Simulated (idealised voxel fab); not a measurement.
Process module in this document: voxel transistor to metal
Each square cell in cross-section cut measures 5 nm, and the section as a whole is 215 nm wide.
If you're reading a cross-section in this doc, picture square cells in a grid; it comes to you as bands, top ones listed first down to the bottom, and a band can be one or more rows of cells. A band entry consists of two parts. The first gives the height of the band's top and the height of its bottom, in nm. The rest lists the band's materials from left to right, each with its width in nm. A single material labelled with the word "all across" fills the band from edge to edge, and the word "air" marks empty space. Heights from 0 (as-received wafer is one material below). Bottom band endless downward, as "0 down". Graded width ("30..40"): value in top row of band = first number; value in bottom row = second number; row-to-row change constant. It should be understood that the words "nothing changed", when stated for a given step, signify that the cross-section underwent no change in any of its cells during that step. Each empty space that has no open way to the top and spans at least 8 cells appears under "Sealed cavities" as width x height at distance, the distance counted from the left edge, all in nm. Where a step's line continues beyond its settings, the continuation is a remark by the simulator itself on that step. overlay nm: mask right of planned place by this much (step with mask). Neg. = left.

-- Listed below are the process steps as planned
1 RECEIVE (material Si)
2 OXIDIZE (depth nm 5)
3 CONFORMAL_DEP (material SiN; thk nm 10)
4 MASKED_ETCH (tone cover; mask id ACTIVE; width nm 125; etch materials SiN; depth nm 10; overlay nm 0)
5 MASKED_ETCH (tone cover; mask id ACTIVE; width nm 125; etch materials SiO2; depth nm 5; overlay nm 0)
6 MASKED_ETCH (tone cover; mask id ACTIVE; width nm 115; etch materials Si; depth nm 20; overlay nm 0)
7 FILL_DEP (material SiO2; thk nm 5)
8 CMP (height nm 10)
9 SELECTIVE_ETCH (etch materials SiO2; depth nm 10)
10 STRIP (etch materials SiN)
11 SELECTIVE_ETCH (etch materials SiO2; depth nm 5)
12 OXIDIZE (depth nm 5)
13 DIRECTIONAL_DEP (material polySi; thk nm 20)
14 DIRECTIONAL_DEP (material SiCN; thk nm 15)
15 DIRECTIONAL_DEP (material aC; thk nm 15)
16 PATTERN (tone cover; mask id GATE; material resist; width nm 35; thk nm 35; overlay nm 0)
17 DIRECTIONAL_ETCH (etch materials aC; depth nm 15)
18 STRIP (etch materials resist)
19 DIRECTIONAL_ETCH (etch materials SiCN; depth nm 25)
20 DIRECTIONAL_ETCH (etch materials polySi; depth nm 30)
21 STRIP (etch materials aC)
22 CONFORMAL_DEP (material SiO2; thk nm 5)
23 DIRECTIONAL_ETCH (etch materials SiO2; depth nm 5)
24 CONFORMAL_DEP (material SiN; thk nm 10)
25 DIRECTIONAL_ETCH (etch materials SiN; depth nm 10)
26 DIRECTIONAL_ETCH (etch materials SiO2; depth nm 5)
27 DIRECTIONAL_ETCH (etch materials Si; depth nm 5)
28 EPI (material pSi; thk nm 5)
29 FILL_DEP (material SiO2; thk nm 10)
30 CMP (height nm 15)
31 STRIP (etch materials polySi)
32 SELECTIVE_ETCH (etch materials SiO2; depth nm 5)
33 CONFORMAL_DEP (material HfO2; thk nm 5)
34 CONFORMAL_DEP (material TiN; thk nm 5)
35 FILL_DEP (material W; thk nm 10)
36 CMP (height nm 10)
37 DIRECTIONAL_DEP (material SiO2; thk nm 10)
38 PATTERN (tone open; mask id CONTACT; material resist; width nm 20; pitch nm 85; thk nm 15; overlay nm 0)
39 DIRECTIONAL_ETCH (etch materials SiO2; depth nm 30)
40 STRIP (etch materials resist)
41 CONFORMAL_DEP (material TiN; thk nm 5)
42 FILL_DEP (material Ru; thk nm 5)
43 CMP (height nm 20)
44 DIRECTIONAL_DEP (material TiN; thk nm 5)
45 DIRECTIONAL_DEP (material W; thk nm 15)
46 DIRECTIONAL_DEP (material aC; thk nm 15)
47 PATTERN (tone cover; mask id METAL_1; material resist; width nm 20; pitch nm 85; thk nm 35; overlay nm 0)
48 DIRECTIONAL_ETCH (etch materials aC; depth nm 15)
49 STRIP (etch materials resist)
50 DIRECTIONAL_ETCH (etch materials W; depth nm 15)
51 DIRECTIONAL_ETCH (etch materials TiN; depth nm 5)
52 STRIP (etch materials aC)
53 FILL_DEP (material lowk; thk nm 10)
54 CMP (height nm 40)
55 CONFORMAL_DEP (material SiCN; thk nm 5)
The plan's step 6 width nm is the first wafer's value; the wafers differ in this setting and start identical.

-- First wafer of several, as received: cross-section after step 1
0 down  Si all across
Sealed cavities: none

-- Every row in this table is a wafer at the end of the module, and it gives, for each of the materials, the cells that wafer has gained (+) or lost (-) since it was received, then its closed voids
width nm 115 | +15 HfO2 | +18 Ru | -152 Si | +43 SiCN | +12 SiN | +216 SiO2 | +47 TiN | +34 W | +140 lowk | +14 pSi | Sealed cavities: none
width nm 120 | +15 HfO2 | +18 Ru | -152 Si | +43 SiCN | +12 SiN | +216 SiO2 | +47 TiN | +34 W | +140 lowk | +14 pSi | Sealed cavities: none
width nm 125 | +15 HfO2 | +18 Ru | -152 Si | +43 SiCN | +12 SiN | +216 SiO2 | +47 TiN | +34 W | +140 lowk | +14 pSi | Sealed cavities: none
width nm 130 | +15 HfO2 | +18 Ru | -150 Si | +43 SiCN | +12 SiN | +213 SiO2 | +47 TiN | +34 W | +140 lowk | +15 pSi | Sealed cavities: none
width nm 135 | +15 HfO2 | +18 Ru | -148 Si | +43 SiCN | +12 SiN | +210 SiO2 | +47 TiN | +34 W | +140 lowk | +16 pSi | Sealed cavities: none
width nm 140 | +15 HfO2 | +18 Ru | -146 Si | +43 SiCN | +12 SiN | +207 SiO2 | +47 TiN | +34 W | +140 lowk | +17 pSi | Sealed cavities: none
